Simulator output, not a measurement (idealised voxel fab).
process module | voxel fin reveal
cross-section cut | 205 nm wide | cells 5 nm
A cross-section is a grid of square cells, given in bands from the top down. A band is one or more rows of cells.
Each band's line starts with the height of the band's top and of its bottom, in nm. Then come its materials from left to right, each with its width in nm. One material with "throughout" fills the band from edge to edge. "air" is empty space.
Height 0 is the level under which the wafer as received is all one material. The lowest band goes on downwards, as in "0 down".
A width such as "30 to 40" changes by the same amount from each row of cells to the next, from the band's top row to its bottom row.
"no change" after a step means that no cell of the cross-section changed.
closed voids: empty space of 8 cells or more with no open way to the top, each as width x height at its distance from the left edge, in nm
after a step's settings: what the simulator itself notes on the step
overlay nm, on a step with a mask: how far to the right of its planned place the mask lay; to the left if negative
plan
1 op RECEIVE | material Si
2 op CONFORMAL_DEP | material SiN | thk nm 5
3 op DIRECTIONAL_DEP | material aC | thk nm 10
4 op PATTERN | tone cover | mask id FINS | material resist | width nm 15 | pitch nm 45 | thk nm 30 | overlay nm 0
5 op DIRECTIONAL_ETCH | etch materials aC | depth nm 10
6 op STRIP | etch materials resist
7 op DIRECTIONAL_ETCH | etch materials SiN | depth nm 5
8 op DIRECTIONAL_ETCH | etch materials Si | depth nm 35
9 op STRIP | etch materials aC
10 op FILL_DEP | material SiO2 | thk nm 15
11 op CMP | height nm 5
12 op SELECTIVE_ETCH | etch materials SiO2 | depth nm 15
13 op STRIP | etch materials SiN
14 op CONFORMAL_DEP | material HfO2 | thk nm 5
as received, after step 1
  0 down: Si throughout
  closed voids: none
first wafer at the end, as planned
  5 to 0: air 45 | HfO2 25 | air 20 | HfO2 25 | air 20 | HfO2 25 | air 45
  0 to -5: air 45 | HfO2 5 | Si 15 | HfO2 5 | air 20 | HfO2 5 | Si 15 | HfO2 5 | air 20 | HfO2 5 | Si 15 | HfO2 5 | air 45
  -5 to -10: HfO2 50 | Si 15 | HfO2 30 | Si 15 | HfO2 30 | Si 15 | HfO2 50
  -10 to -35: SiO2 50 | Si 15 | SiO2 30 | Si 15 | SiO2 30 | Si 15 | SiO2 50
  -35 down: Si throughout
  closed voids: none
second wafer at the end: like start, like plan, one mistake
  5 to 0: air 45 | HfO2 25 | air 20 | HfO2 25 | air 20 | HfO2 25 | air 45
  0 to -20: air 45 | HfO2 5 | Si 15 | HfO2 5 | air 20 | HfO2 5 | Si 15 | HfO2 5 | air 20 | HfO2 5 | Si 15 | HfO2 5 | air 45
  -20 to -25: HfO2 50 | Si 15 | HfO2 30 | Si 15 | HfO2 30 | Si 15 | HfO2 50
  -25 to -35: SiO2 50 | Si 15 | SiO2 30 | Si 15 | SiO2 30 | Si 15 | SiO2 50
  -35 down: Si throughout
  closed voids: none
what went wrong: step 12 was run twice
at the end the second wafer has, in cells: 18 more of HfO2 | 96 fewer of SiO2
